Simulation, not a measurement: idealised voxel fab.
process module | voxel capacitor over wiring
cross-section cut | 265 nm wide | cells 5 nm
A cross-section is a grid of square cells, given in bands from the top down. A band is one or more rows of cells.
Each band's line starts with the height of the band's top and of its bottom, in nm. Then come its materials from left to right, each with its width in nm. One material with "throughout" fills the band from edge to edge. "air" is empty space.
Height 0 is the level under which the wafer as received is all one material. The lowest band goes on downwards, as in "0 down".
A width such as "30 to 40" changes by the same amount from each row of cells to the next, from the band's top row to its bottom row.
"no change" after a step means that no cell of the cross-section changed.
closed voids: empty space of 8 cells or more with no open way to the top, each as width x height at its distance from the left edge, in nm
after a step's settings: what the simulator itself notes on the step
overlay nm, on a step with a mask: how far to the right of its planned place the mask lay; to the left if negative
plan
1 op RECEIVE | material Si
2 op CONFORMAL_DEP | material SiO2 | thk nm 10
3 op DIRECTIONAL_DEP | material TiN | thk nm 5
4 op DIRECTIONAL_DEP | material W | thk nm 25
5 op DIRECTIONAL_DEP | material aC | thk nm 10
6 op PATTERN | tone cover | mask id METAL_1 | material resist | width nm 20 | pitch nm 80 | thk nm 25 | overlay nm 0
7 op DIRECTIONAL_ETCH | etch materials aC | depth nm 10
8 op STRIP | etch materials resist
9 op DIRECTIONAL_ETCH | etch materials W | depth nm 25
10 op DIRECTIONAL_ETCH | etch materials TiN | depth nm 5
11 op STRIP | etch materials aC
12 op CONFORMAL_DEP | material SiCN | thk nm 5
13 op FILL_DEP | material SiO2 | thk nm 10
14 op CMP | height nm 40
15 op CONFORMAL_DEP | material SiCN | thk nm 5
16 op DIRECTIONAL_DEP | material SiO2 | thk nm 20
17 op PATTERN | tone open | mask id PLUG_1 | material resist | width nm 15 | thk nm 20 | overlay nm 0
18 op DIRECTIONAL_ETCH | etch materials SiO2 | depth nm 20
19 op DIRECTIONAL_ETCH | etch materials SiCN | depth nm 5
20 op STRIP | etch materials resist
21 op EPI | material Ru | thk nm 10
22 op EPI | material Ru | thk nm 10
23 op EPI | material Ru | thk nm 5
24 op DIRECTIONAL_DEP | material TiN | thk nm 10
25 op DIRECTIONAL_DEP | material Al2O3 | thk nm 5
26 op DIRECTIONAL_DEP | material TiN | thk nm 10
27 op MASKED_ETCH | tone cover | mask id UPPER_PLATE | width nm 65 | etch materials TiN | depth nm 10 | overlay nm 0
28 op MASKED_ETCH | tone cover | mask id UPPER_PLATE | width nm 65 | etch materials Al2O3 | depth nm 5 | overlay nm 0
29 op PATTERN | tone cover | mask id LOWER_PLATE | material resist | width nm 75 | thk nm 20 | overlay nm 0
30 op DIRECTIONAL_ETCH | etch materials TiN | depth nm 10
31 op STRIP | etch materials resist
32 op FILL_DEP | material SiO2 | thk nm 20
33 op CMP | height nm 105
34 op MASKED_ETCH | tone open | mask id PLUG_2 | width nm 15 | etch materials SiO2 | depth nm 15 | overlay nm 0
35 op CONFORMAL_DEP | material TiN | thk nm 5
36 op FILL_DEP | material Ru | thk nm 10
37 op CMP | height nm 105
38 op CONFORMAL_DEP | material SiN | thk nm 5
first wafer, as planned
as received, after step 1
  0 down: Si throughout
  closed voids: none
after step 2
  10 to 0: SiO2 throughout
  below 0: unchanged
after step 3
  15 to 10: TiN throughout
  below 10: unchanged
after step 4
  40 to 15: W throughout
  below 15: unchanged
after step 5
  50 to 40: aC throughout
  below 40: unchanged
after step 6
  75 to 50: air 80 | resist 20 | air 60 | resist 20 | air 85
  below 50: unchanged
after step 7
  65 to 50: air 80 | resist 20 | air 60 | resist 20 | air 85
  50 to 40: air 80 | aC 20 | air 60 | aC 20 | air 85
  below 40: unchanged
after step 8
  50 to 40: air 80 | aC 20 | air 60 | aC 20 | air 85
  below 40: unchanged
after step 9
  50 to 40: air 80 | aC 20 | air 60 | aC 20 | air 85
  40 to 15: air 80 | W 20 | air 60 | W 20 | air 85
  below 15: unchanged
after step 10
  50 to 40: air 80 | aC 20 | air 60 | aC 20 | air 85
  40 to 15: air 80 | W 20 | air 60 | W 20 | air 85
  15 to 10: air 80 | TiN 20 | air 60 | TiN 20 | air 85
  below 10: unchanged
after step 11
  40 to 15: air 80 | W 20 | air 60 | W 20 | air 85
  below 15: unchanged
after step 12
  45 to 40: air 75 | SiCN 30 | air 50 | SiCN 30 | air 80
  40 to 15: air 75 | SiCN 5 | W 20 | SiCN 5 | air 50 | SiCN 5 | W 20 | SiCN 5 | air 80
  15 to 10: SiCN 80 | TiN 20 | SiCN 60 | TiN 20 | SiCN 85
  below 10: unchanged
after step 13
  55 to 45: SiO2 throughout
  45 to 40: SiO2 75 | SiCN 30 | SiO2 50 | SiCN 30 | SiO2 80
  40 to 15: SiO2 75 | SiCN 5 | W 20 | SiCN 5 | SiO2 50 | SiCN 5 | W 20 | SiCN 5 | SiO2 80
  below 15: unchanged
after step 14
  40 to 15: SiO2 75 | SiCN 5 | W 20 | SiCN 5 | SiO2 50 | SiCN 5 | W 20 | SiCN 5 | SiO2 80
  below 15: unchanged
after step 15
  45 to 40: SiCN throughout
  below 40: unchanged
after step 16
  65 to 45: SiO2 throughout
  below 45: unchanged
after step 17
  85 to 65: resist 85 | air 15 | resist 165
  below 65: unchanged
after step 18
  85 to 65: resist 85 | air 15 | resist 165
  65 to 45: SiO2 85 | air 15 | SiO2 165
  below 45: unchanged
after step 19
  85 to 65: resist 85 | air 15 | resist 165
  65 to 45: SiO2 85 | air 15 | SiO2 165
  45 to 40: SiCN 85 | air 15 | SiCN 165
  below 40: unchanged
after step 20
  65 to 45: SiO2 85 | air 15 | SiO2 165
  below 45: unchanged
after step 21
  65 to 50: SiO2 85 | air 15 | SiO2 165
  50 to 45: SiO2 85 | Ru 15 | SiO2 165
  45 to 40: SiCN 85 | Ru 15 | SiCN 165
  below 40: unchanged
after step 22
  65 to 60: SiO2 85 | air 15 | SiO2 165
  60 to 45: SiO2 85 | Ru 15 | SiO2 165
  below 45: unchanged
after step 23
  65 to 45: SiO2 85 | Ru 15 | SiO2 165
  below 45: unchanged
after step 24
  75 to 65: TiN throughout
  below 65: unchanged
after step 25
  80 to 75: Al2O3 throughout
  below 75: unchanged
after step 26
  90 to 80: TiN throughout
  below 80: unchanged
after step 27
  90 to 80: air 85 | TiN 65 | air 115
  below 80: unchanged
after step 28
  90 to 80: air 85 | TiN 65 | air 115
  80 to 75: air 85 | Al2O3 65 | air 115
  below 75: unchanged
after step 29
  110 to 90: air 80 | resist 75 | air 110
  90 to 80: air 80 | resist 5 | TiN 65 | resist 5 | air 110
  80 to 75: air 80 | resist 5 | Al2O3 65 | resist 5 | air 110
  below 75: unchanged
after step 30
  110 to 90: air 80 | resist 75 | air 110
  90 to 80: air 80 | resist 5 | TiN 65 | resist 5 | air 110
  80 to 75: air 80 | resist 5 | Al2O3 65 | resist 5 | air 110
  75 to 65: air 80 | TiN 75 | air 110
  below 65: unchanged
after step 31
  90 to 80: air 85 | TiN 65 | air 115
  80 to 75: air 85 | Al2O3 65 | air 115
  below 75: unchanged
after step 32
  110 to 90: SiO2 throughout
  90 to 80: SiO2 85 | TiN 65 | SiO2 115
  80 to 75: SiO2 85 | Al2O3 65 | SiO2 115
  75 to 65: SiO2 80 | TiN 75 | SiO2 110
  below 65: unchanged
after step 33
  105 to 90: SiO2 throughout
  below 90: unchanged
after step 34
  105 to 90: SiO2 95 | air 15 | SiO2 155
  below 90: unchanged
after step 35
  110 to 105: TiN 100 | air 5 | TiN 160
  105 to 95: SiO2 95 | TiN 5 | air 5 | TiN 5 | SiO2 155
  95 to 90: SiO2 95 | TiN 15 | SiO2 155
  below 90: unchanged
after step 36
  120 to 110: Ru throughout
  110 to 105: TiN 100 | Ru 5 | TiN 160
  105 to 95: SiO2 95 | TiN 5 | Ru 5 | TiN 5 | SiO2 155
  below 95: unchanged
after step 37
  105 to 95: SiO2 95 | TiN 5 | Ru 5 | TiN 5 | SiO2 155
  below 95: unchanged
after step 38
  110 to 105: SiN throughout
  below 105: unchanged
second wafer: like start, like plan, one mistake. Through step 32 it matches the first wafer
when step 33 should have ended
  100 to 90: SiO2 throughout
  below 90: unchanged
when step 34 should have ended
  100 to 90: SiO2 95 | air 15 | SiO2 155
  below 90: unchanged
when step 35 should have ended
  105 to 100: TiN 100 | air 5 | TiN 160
  100 to 95: SiO2 95 | TiN 5 | air 5 | TiN 5 | SiO2 155
  95 to 90: SiO2 95 | TiN 15 | SiO2 155
  below 90: unchanged
when step 36 should have ended
  115 to 105: Ru throughout
  105 to 100: TiN 100 | Ru 5 | TiN 160
  100 to 95: SiO2 95 | TiN 5 | Ru 5 | TiN 5 | SiO2 155
  below 95: unchanged
when step 37 should have ended
  105 to 100: TiN 100 | Ru 5 | TiN 160
  below 100: unchanged
when step 38 should have ended
  110 to 105: SiN throughout
  below 105: unchanged
what went wrong: step 33 ran as: op CMP | height nm 100
at the end the second wafer has, in cells: 50 fewer of SiO2 | 50 more of TiN
